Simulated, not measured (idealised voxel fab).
The process module that follows is named voxel self aligned vias.
Cross-sectional view cut (width: 285 nm; square cell size: 5 nm).
Cross-sections here: square-cell grids, written as top-down lists of bands, a band being one or more rows of cells.
Basically the band line says how high the top is and how high the bottom is, in nm, and then what's in it from left to right, every material with its width in nm. Empty space shows up as "blank", and if a single material carries "full width" it runs the full band edge to edge.
Measure heights from 0. That's the level where, below it, the as-received wafer is all one material. The lowest band is bottomless and extends downward; write it as in "0 down".
When a width is written as two numbers, as in "30 to 40", the first number is the width in the top row of cells of the band and the second is the width in its bottom row, and the width changes by the same amount from each row to the next.
"nothing was modified", as given for a step, is the statement that not any cell of the cross-section underwent a change during that step.
"Closed voids list" enumerates empty spaces isolated from the top, with no open way to it, that contain at least 8 cells, giving each as width x height at distance from the left edge, all three in nm.
Read whatever lies past the settings on a step's line as the simulator's own remark about the step.
overlay nm: where the mask lay relative to plan, measured to the right, on steps with a mask; negatives go left.
## Set out below are the planned steps of the process
| 1 | RECEIVE [material Si] |
| 2 | CONFORMAL_DEP [material SiO2] [thk nm 10] |
| 3 | CONFORMAL_DEP [material SiCN] [thk nm 5] |
| 4 | DIRECTIONAL_DEP [material lowk] [thk nm 20] |
| 5 | MASKED_ETCH [tone open] [mask id LINES] [width nm 25] [pitch nm 55] [etch materials lowk] [depth nm 20] [overlay nm 0] |
| 6 | CONFORMAL_DEP [material TiN] [thk nm 5] |
| 7 | FILL_DEP [material Ru] [thk nm 10] |
| 8 | CMP [height nm 35] |
| 9 | SELECTIVE_ETCH [etch materials W Ru TiN] [depth nm 5] |
| 10 | FILL_DEP [material SiN] [thk nm 10] |
| 11 | CMP [height nm 35] |
| 12 | DIRECTIONAL_DEP [material lowk] [thk nm 20] |
| 13 | PATTERN [tone open] [mask id VIAS] [material resist] [width nm 35] [pitch nm 110] [thk nm 20] [overlay nm 0] |
| 14 | DIRECTIONAL_ETCH [etch materials lowk] [depth nm 20] |
| 15 | DIRECTIONAL_ETCH [etch materials SiN] [depth nm 5] |
| 16 | STRIP [etch materials resist] |
| 17 | CONFORMAL_DEP [material TiN] [thk nm 5] |
| 18 | FILL_DEP [material W] [thk nm 5] |
| 19 | CMP [height nm 55] |
| 20 | CONFORMAL_DEP [material SiN] [thk nm 5] |
## as received, after step 1
  0 down  Si full width
  Closed voids list: none
## First of two wafers at the end of the module, shown in cross-section; run carried out as planned
  60 to 55  SiN full width
  55 to 40  lowk=70, then TiN=5, then W=25, then TiN=5, then lowk=75, then TiN=5, then W=25, then TiN=5, then lowk=70
  40 to 35  lowk=70, then TiN=10, then W=15, then TiN=10, then lowk=75, then TiN=10, then W=15, then TiN=10, then lowk=70
  35 to 30  lowk=75, then TiN=25, then lowk=30, then SiN=25, then lowk=30, then TiN=25, then lowk=75
  30 to 20  lowk=75, then TiN=5, then Ru=15, then TiN=5, then lowk=30, then TiN=5, then Ru=15, then TiN=5, then lowk=30, then TiN=5, then Ru=15, then TiN=5, then lowk=75
  20 to 15  lowk=75, then TiN=25, then lowk=30, then TiN=25, then lowk=30, then TiN=25, then lowk=75
  15 to 10  SiCN full width
  10 to 0  SiO2 full width
  0 down  Si full width
  Closed voids list: none
## Cross-section, wafer two of two, end of module: same start and plan as wafer one, one error in execution
  60 to 55  SiN full width
  55 to 40  lowk=70, then TiN=5, then W=25, then TiN=5, then lowk=75, then TiN=5, then W=25, then TiN=5, then lowk=70
  40 to 35  lowk=70, then TiN=35, then lowk=75, then TiN=35, then lowk=70
  35 to 30  SiN=70, then TiN=5, then lowk=25, then TiN=5, then SiN=25, then lowk=25, then SiN=25, then TiN=5, then lowk=25, then TiN=5, then SiN=70
  30 to 20  Ru=70, then TiN=5, then lowk=25, then TiN=5, then Ru=20, then TiN=5, then lowk=25, then TiN=5, then Ru=20, then TiN=5, then lowk=25, then TiN=5, then Ru=70
  20 to 15  TiN=75, then lowk=25, then TiN=30, then lowk=25, then TiN=30, then lowk=25, then TiN=75
  15 to 10  SiCN full width
  10 to 0  SiO2 full width
  0 down  Si full width
  Closed voids list: none
Finding, execution versus plan: step 5 deviated from plan and actually ran as MASKED_ETCH [tone cover] [mask id LINES] [width nm 25] [pitch nm 55] [etch materials lowk] [depth nm 20] [overlay nm 0]
Final tally in cells, some materials are higher or lower on the second wafer than on the first: 54 more of Ru; 33 more of SiN; 27 more of TiN; 6 fewer of W; 108 fewer of lowk
